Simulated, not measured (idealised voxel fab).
process module | voxel ribs on slabs
cross-section cut | 285 nm wide | cells 5 nm
A cross-section is a grid of square cells, given in bands from the top down. A band is one or more rows of cells.
Each band's line starts with the height of the band's top and of its bottom, in nm. Then come its materials from left to right, each with its width in nm. One material with "throughout" fills the band from edge to edge. "air" is empty space.
Height 0 is the level under which the wafer as received is all one material. The lowest band goes on downwards, as in "0 down".
A width such as "30 to 40" changes by the same amount from each row of cells to the next, from the band's top row to its bottom row.
"no change" after a step means that no cell of the cross-section changed.
closed voids: empty space of 8 cells or more with no open way to the top, each as width x height at its distance from the left edge, in nm
after a step's settings: what the simulator itself notes on the step
overlay nm, on a step with a mask: how far to the right of its planned place the mask lay; to the left if negative
plan
1 op RECEIVE | material Si
2 op DIRECTIONAL_DEP | material SiO2 | thk nm 30
3 op DIRECTIONAL_DEP | material polySi | thk nm 20
4 op PATTERN | tone cover | mask id RIB | material resist | width nm 25 | thk nm 20 | overlay nm 0
5 op DIRECTIONAL_ETCH | etch materials polySi | depth nm 5
6 op STRIP | etch materials resist
7 op DIRECTIONAL_DEP | material aC | thk nm 10
8 op PATTERN | tone cover | mask id SLAB | material resist | width nm 75 | thk nm 30 | overlay nm 0
9 op DIRECTIONAL_ETCH | etch materials aC | depth nm 10
10 op STRIP | etch materials resist
11 op DIRECTIONAL_ETCH | etch materials polySi | depth nm 15
12 op STRIP | etch materials aC
13 op FILL_DEP | material SiO2 | thk nm 25
14 op CMP | height nm 65
15 op DIRECTIONAL_DEP | material W | thk nm 10
16 op MASKED_ETCH | tone cover | mask id HEATER | width nm 35 | etch materials W | depth nm 10 | overlay nm 0
17 op CONFORMAL_DEP | material SiO2 | thk nm 5
as received, after step 1
  0 down: Si throughout
  closed voids: none
first wafer at the end, as planned
  80 to 75: air 120 | SiO2 45 | air 120
  75 to 70: air 120 | SiO2 5 | W 35 | SiO2 5 | air 120
  70 to 65: SiO2 125 | W 35 | SiO2 125
  65 to 50: SiO2 throughout
  50 to 45: SiO2 130 | polySi 25 | SiO2 130
  45 to 30: SiO2 105 | polySi 75 | SiO2 105
  30 to 0: SiO2 throughout
  0 down: Si throughout
  closed voids: none
second wafer at the end: like start, like plan, one mistake
  80 to 75: air 120 | SiO2 45 | air 120
  75 to 70: air 120 | SiO2 5 | W 35 | SiO2 5 | air 120
  70 to 65: SiO2 125 | W 35 | SiO2 125
  65 to 20: SiO2 throughout
  20 to 0: polySi throughout
  0 down: Si throughout
  closed voids: none
what went wrong: steps 2 and 3 were swapped
at the end the second wafer has, in cells: 178 fewer of SiO2 | 178 more of polySi
